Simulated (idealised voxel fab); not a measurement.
Documented hereafter: the process module known as voxel plated lines.
Xsec cut, 225 nm wide, square cell size 5 nm.
Cross-section layout: square cells on a grid; listed as bands, top to bottom; a band spans one or more cell rows. In this notation a band is specified by the heights of its top and bottom, in that order and in nm, after which its materials appear from left to right, each paired with its width in nm. The word "everywhere" attached to a single material means that material fills the band from edge to edge; the word "blank" stands for empty space. Basically, 0 is our baseline, since under it the wafer straight out of the box is all one material. The bottom band has no lower end and keeps on going down, so it looks like "0 nm and below". A width given as "30->40" starts at the first number in the band's top row and ends at the second number in its bottom row, shifting by an equal amount at every step from row to row. Basically "no change" means that step didn't change any cell in the cross-section. "Enclosed voids" enumerates empty spaces isolated from the top, with no open way to it, that contain at least 8 cells, giving each as width x height at distance from the left edge, all three in nm. On a step's line, text after the settings is the simulator commenting on that step. overlay nm: where the mask lay relative to plan, measured to the right, on steps with a mask; negatives go left.
Here's what the planned process steps look like:
1,RECEIVE,material Si
2,CONFORMAL_DEP,material Al2O3,thk nm 15
3,DIRECTIONAL_DEP,material TiN,thk nm 5
4,PATTERN,tone open,mask id LINES,material resist,width nm 20,pitch nm 45,thk nm 30,overlay nm 0
5,EPI,material Ru,thk nm 5
6,EPI,material Ru,thk nm 10
7,STRIP,etch materials resist
8,DIRECTIONAL_ETCH,etch materials TiN,depth nm 5
9,CONFORMAL_DEP,material SiN,thk nm 5
Account of the first of two wafers, which was processed as intended:
Shown in cross-section is the wafer as received, that is, as it stands after step 1:
  0 nm and below  Si everywhere
  Enclosed voids: none
Sectional view: wafer, after step 2:
  15 nm to 0 nm  Al2O3 everywhere
  All layers under 0 are left as they were.
Sectional view: wafer, after step 3:
  20 nm to 15 nm  TiN everywhere
  All layers under 15 are left as they were.
Sectional view: wafer, after step 4:
  50 nm to 20 nm  resist=35 / blank=20 / resist=25 / blank=20 / resist=25 / blank=20 / resist=25 / blank=20 / resist=35
  All layers under 20 are left as they were.
Sectional view: wafer, after step 5:
  50 nm to 25 nm  resist=35 / blank=20 / resist=25 / blank=20 / resist=25 / blank=20 / resist=25 / blank=20 / resist=35
  25 nm to 20 nm  resist=35 / Ru=20 / resist=25 / Ru=20 / resist=25 / Ru=20 / resist=25 / Ru=20 / resist=35
  All layers under 20 are left as they were.
Sectional view: wafer, after step 6:
  50 nm to 35 nm  resist=35 / blank=20 / resist=25 / blank=20 / resist=25 / blank=20 / resist=25 / blank=20 / resist=35
  35 nm to 20 nm  resist=35 / Ru=20 / resist=25 / Ru=20 / resist=25 / Ru=20 / resist=25 / Ru=20 / resist=35
  All layers under 20 are left as they were.
Sectional view: wafer, after step 7:
  35 nm to 20 nm  blank=35 / Ru=20 / blank=25 / Ru=20 / blank=25 / Ru=20 / blank=25 / Ru=20 / blank=35
  All layers under 20 are left as they were.
Sectional view: wafer, after step 8:
  35 nm to 20 nm  blank=35 / Ru=20 / blank=25 / Ru=20 / blank=25 / Ru=20 / blank=25 / Ru=20 / blank=35
  20 nm to 15 nm  blank=35 / TiN=20 / blank=25 / TiN=20 / blank=25 / TiN=20 / blank=25 / TiN=20 / blank=35
  All layers under 15 are left as they were.
Sectional view: wafer, after step 9:
  40 nm to 35 nm  blank=30 / SiN=30 / blank=15 / SiN=30 / blank=15 / SiN=30 / blank=15 / SiN=30 / blank=30
  35 nm to 20 nm  blank=30 / SiN=5 / Ru=20 / SiN=5 / blank=15 / SiN=5 / Ru=20 / SiN=5 / blank=15 / SiN=5 / Ru=20 / SiN=5 / blank=15 / SiN=5 / Ru=20 / SiN=5 / blank=30
  20 nm to 15 nm  SiN=35 / TiN=20 / SiN=25 / TiN=20 / SiN=25 / TiN=20 / SiN=25 / TiN=20 / SiN=35
  All layers under 15 are left as they were.
Second Wafer (Identical Start and Plan, One Processing Error; Matches First Wafer Through Step 1):
Second wafer, section view, time point: scheduled end of step 2:
  30 nm to 0 nm  Al2O3 everywhere
  All layers under 0 are left as they were.
Second wafer, section view, time point: scheduled end of step 3:
  35 nm to 30 nm  TiN everywhere
  All layers under 30 are left as they were.
Second wafer, section view, time point: scheduled end of step 4:
  65 nm to 35 nm  resist=35 / blank=20 / resist=25 / blank=20 / resist=25 / blank=20 / resist=25 / blank=20 / resist=35
  All layers under 35 are left as they were.
Second wafer, section view, time point: scheduled end of step 5:
  65 nm to 40 nm  resist=35 / blank=20 / resist=25 / blank=20 / resist=25 / blank=20 / resist=25 / blank=20 / resist=35
  40 nm to 35 nm  resist=35 / Ru=20 / resist=25 / Ru=20 / resist=25 / Ru=20 / resist=25 / Ru=20 / resist=35
  All layers under 35 are left as they were.
Second wafer, section view, time point: scheduled end of step 6:
  65 nm to 50 nm  resist=35 / blank=20 / resist=25 / blank=20 / resist=25 / blank=20 / resist=25 / blank=20 / resist=35
  50 nm to 35 nm  resist=35 / Ru=20 / resist=25 / Ru=20 / resist=25 / Ru=20 / resist=25 / Ru=20 / resist=35
  All layers under 35 are left as they were.
Second wafer, section view, time point: scheduled end of step 7:
  50 nm to 35 nm  blank=35 / Ru=20 / blank=25 / Ru=20 / blank=25 / Ru=20 / blank=25 / Ru=20 / blank=35
  All layers under 35 are left as they were.
Second wafer, section view, time point: scheduled end of step 8:
  50 nm to 35 nm  blank=35 / Ru=20 / blank=25 / Ru=20 / blank=25 / Ru=20 / blank=25 / Ru=20 / blank=35
  35 nm to 30 nm  blank=35 / TiN=20 / blank=25 / TiN=20 / blank=25 / TiN=20 / blank=25 / TiN=20 / blank=35
  All layers under 30 are left as they were.
Second wafer, section view, time point: scheduled end of step 9:
  55 nm to 50 nm  blank=30 / SiN=30 / blank=15 / SiN=30 / blank=15 / SiN=30 / blank=15 / SiN=30 / blank=30
  50 nm to 35 nm  blank=30 / SiN=5 / Ru=20 / SiN=5 / blank=15 / SiN=5 / Ru=20 / SiN=5 / blank=15 / SiN=5 / Ru=20 / SiN=5 / blank=15 / SiN=5 / Ru=20 / SiN=5 / blank=30
  35 nm to 30 nm  SiN=35 / TiN=20 / SiN=25 / TiN=20 / SiN=25 / TiN=20 / SiN=25 / TiN=20 / SiN=35
  All layers under 30 are left as they were.
So what did we get wrong on this run? step 2, plan: ran twice
Upon completion, the second wafer contains, in terms of cells, a greater or smaller amount of certain materials than the first wafer: +135 Al2O3
